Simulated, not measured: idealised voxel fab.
The following is a process module called voxel spacer lines.
The figure presents cross-section cut, which has a width of 175 nm and is divided into square cells with an edge length of 5 nm.
When this document writes out a cross-section, it uses a grid of square cells and lists it as bands, beginning at the top and moving down, with a band standing for one or more rows of cells. Heights first: top, then bottom, in nm. Then materials, left to right, each with a width in nm. "full width" on a single material: fills the band edge to edge. "empty": empty space. Measure heights from 0. That's the level where, below it, the as-received wafer is all one material. The lowest band is bottomless and extends downward; write it as in "0 nm and below". The notation "30 to 40" denotes a width that varies across the rows of cells in the band, beginning at the first number in the top row, finishing at the second number in the bottom row, and changing by an identical amount from each row to the next. The cross-section has no changed cell in any step marked "remains unaltered". Heads up: "Closed internal voids" only lists the empty pockets with no open path to the top that are 8 cells or more, and it writes them as width x height at distance, distance from the left edge, in nm. What comes after the settings on a step's line is commentary from the simulator itself on that step. If you see "overlay nm" on a step's line and that step has a mask, it's telling you how far right of where it was planned the mask ended up; a negative number means it went left instead.

### These are the steps we planned for the process
1,op RECEIVE | material Si
2,op CONFORMAL_DEP | material Al2O3 | thk nm 5
3,op DIRECTIONAL_DEP | material SiN | thk nm 15
4,op DIRECTIONAL_DEP | material aC | thk nm 25
5,op PATTERN | tone cover | mask id MANDREL | material resist | width nm 15 | pitch nm 50 | thk nm 30 | overlay nm 0
6,op DIRECTIONAL_ETCH | etch materials aC | depth nm 25
7,op STRIP | etch materials resist
8,op CONFORMAL_DEP | material SiO2 | thk nm 10
9,op DIRECTIONAL_ETCH | etch materials SiO2 | depth nm 10
10,op STRIP | etch materials aC
11,op DIRECTIONAL_ETCH | etch materials SiN | depth nm 15
12,op STRIP | etch materials SiO2

### Account of the first of two wafers, which was processed as intended

### Wafer as received: cross-section following step 1
> 0 nm and below | Si full width
> Closed internal voids: none

### Wafer section view after processing step 2
> 5 nm to 0 nm | Al2O3 full width
> No changes below 0.

### Wafer section view after processing step 3
> 20 nm to 5 nm | SiN full width
> No changes below 5.

### Wafer section view after processing step 4
> 45 nm to 20 nm | aC full width
> No changes below 20.

### Wafer section view after processing step 5
> 75 nm to 45 nm | empty=30 / resist=15 / empty=35 / resist=15 / empty=35 / resist=15 / empty=30
> No changes below 45.

### Wafer section view after processing step 6
> 50 nm to 45 nm | empty=30 / resist=15 / empty=35 / resist=15 / empty=35 / resist=15 / empty=30
> 45 nm to 20 nm | empty=30 / aC=15 / empty=35 / aC=15 / empty=35 / aC=15 / empty=30
> No changes below 20.

### Wafer section view after processing step 7
> 45 nm to 20 nm | empty=30 / aC=15 / empty=35 / aC=15 / empty=35 / aC=15 / empty=30
> No changes below 20.

### Wafer section view after processing step 8
> 55 nm to 45 nm | empty=20 / SiO2=35 / empty=15 / SiO2=35 / empty=15 / SiO2=35 / empty=20
> 45 nm to 30 nm | empty=20 / SiO2=10 / aC=15 / SiO2=10 / empty=15 / SiO2=10 / aC=15 / SiO2=10 / empty=15 / SiO2=10 / aC=15 / SiO2=10 / empty=20
> 30 nm to 20 nm | SiO2=30 / aC=15 / SiO2=35 / aC=15 / SiO2=35 / aC=15 / SiO2=30
> No changes below 20.

### Wafer section view after processing step 9
> 45 nm to 20 nm | empty=20 / SiO2=10 / aC=15 / SiO2=10 / empty=15 / SiO2=10 / aC=15 / SiO2=10 / empty=15 / SiO2=10 / aC=15 / SiO2=10 / empty=20
> No changes below 20.

### Wafer section view after processing step 10
> 45 nm to 20 nm | empty=20 / SiO2=10 / empty=15 / SiO2=10 / empty=15 / SiO2=10 / empty=15 / SiO2=10 / empty=15 / SiO2=10 / empty=15 / SiO2=10 / empty=20
> No changes below 20.

### Wafer section view after processing step 11
> 45 nm to 20 nm | empty=20 / SiO2=10 / empty=15 / SiO2=10 / empty=15 / SiO2=10 / empty=15 / SiO2=10 / empty=15 / SiO2=10 / empty=15 / SiO2=10 / empty=20
> 20 nm to 5 nm | empty=20 / SiN=10 / empty=15 / SiN=10 / empty=15 / SiN=10 / empty=15 / SiN=10 / empty=15 / SiN=10 / empty=15 / SiN=10 / empty=20
> No changes below 5.

### Wafer section view after processing step 12
> 20 nm to 5 nm | empty=20 / SiN=10 / empty=15 / SiN=10 / empty=15 / SiN=10 / empty=15 / SiN=10 / empty=15 / SiN=10 / empty=15 / SiN=10 / empty=20
> No changes below 5.

### Wafer two of two - same starting point, same process plan, one mistake in execution; matches wafer one up to and including step 9

### Second wafer, cross-section, planned end of step 10
> 45 nm to 20 nm | empty=20 / SiO2=10 / aC=15 / SiO2=10 / empty=15 / SiO2=10 / aC=15 / SiO2=10 / empty=15 / SiO2=10 / aC=15 / SiO2=10 / empty=20
> 20 nm to 5 nm | empty=20 / SiN=35 / empty=15 / SiN=35 / empty=15 / SiN=35 / empty=20
> No changes below 5.

### Second wafer, cross-section, planned end of step 11
> 45 nm to 20 nm | empty=20 / SiO2=10 / empty=15 / SiO2=10 / empty=15 / SiO2=10 / empty=15 / SiO2=10 / empty=15 / SiO2=10 / empty=15 / SiO2=10 / empty=20
> No changes below 20.

### Second wafer, cross-section, planned end of step 12
> 20 nm to 5 nm | empty=20 / SiN=35 / empty=15 / SiN=35 / empty=15 / SiN=35 / empty=20
> No changes below 5.
Run error: swap of plan steps 10 and 11 during execution
at the end the second wafer has, in cells: SiN +27
